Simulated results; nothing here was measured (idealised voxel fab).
Process module, titled voxel released beams
285 nm wide, 5 nm square cells: that's cross-section cut.
In this document a cross-section is written as a grid of square cells. It is given as a series of bands, listed from the top down, and a band is one or more rows of cells.
This entry defines a band. It first specifies the height of the band's top and the height of its bottom in nm, and then specifies the band's materials from left to right, stating each material with its width in nm. The word "edge to edge" identifies a single material that fills the band from edge to edge, while the word "blank" identifies empty space.
Height is counted from the level 0, under which the received wafer is composed throughout of one material. The lowest of the bands is not closed at the bottom but continues downward, in the notation "0 down".
Width "30->40": first value at the band's top row of cells, second value at its bottom row, equal change from row to row.
"nothing got changed" means the step left every cell of the cross-section as it was.
Basically, "Fully sealed cavities" tells you about the enclosed voids: empty spaces with no open way to the top, 8 cells or bigger, each written width x height at distance, where distance is from the left edge, all in nm.
Note: text after step settings on the step line = simulator remark on that step.
overlay nm: right-of-plan distance of the mask on a masked step; negative values mean left-of-plan.
[The process steps that were planned are listed below]
| 1 | RECEIVE (material Si) |
| 2 | CONFORMAL_DEP (material Al2O3; thk nm 5) |
| 3 | DIRECTIONAL_DEP (material SiO2; thk nm 20) |
| 4 | MASKED_ETCH (tone open; mask id ANCHOR; width nm 35; etch materials SiO2; depth nm 20; overlay nm 0) |
| 5 | CONFORMAL_DEP (material polySi; thk nm 15) |
| 6 | MASKED_ETCH (tone cover; mask id BEAM; width nm 90; etch materials polySi; depth nm 15; overlay nm 0) |
| 7 | STRIP (etch materials SiO2) |
[Cross-section: wafer on arrival = after step 1]
	0 down | Si edge to edge
	Fully sealed cavities: none
[End-of-module cross-section of the first of two wafers, processed as planned]
	40 to 25 | blank 95, polySi 20, blank 5, polySi 65, blank 100
	25 to 20 | blank 100, polySi 15, blank 5, polySi 15, blank 150
	20 to 5 | blank 100, polySi 35, blank 150
	5 to 0 | Al2O3 edge to edge
	0 down | Si edge to edge
	Fully sealed cavities: none
[Same start, same plan as the first wafer - but one mistake in the run. Cross-section of the second of the two at the end of the module]
	40 to 25 | blank 95, polySi 10, blank 5, polySi 75, blank 100
	25 to 20 | blank 90, polySi 15, blank 5, polySi 15, blank 160
	20 to 5 | blank 90, polySi 35, blank 160
	5 to 0 | Al2O3 edge to edge
	0 down | Si edge to edge
	Fully sealed cavities: none
What went wrong in running the wafer? in deviation from the planned setting, step 4 was conducted as MASKED_ETCH (tone open; mask id ANCHOR; width nm 35; etch materials SiO2; depth nm 20; overlay nm -10)
Heads up: at the end the two wafers have identical cell counts per material, they're just laid out differently.
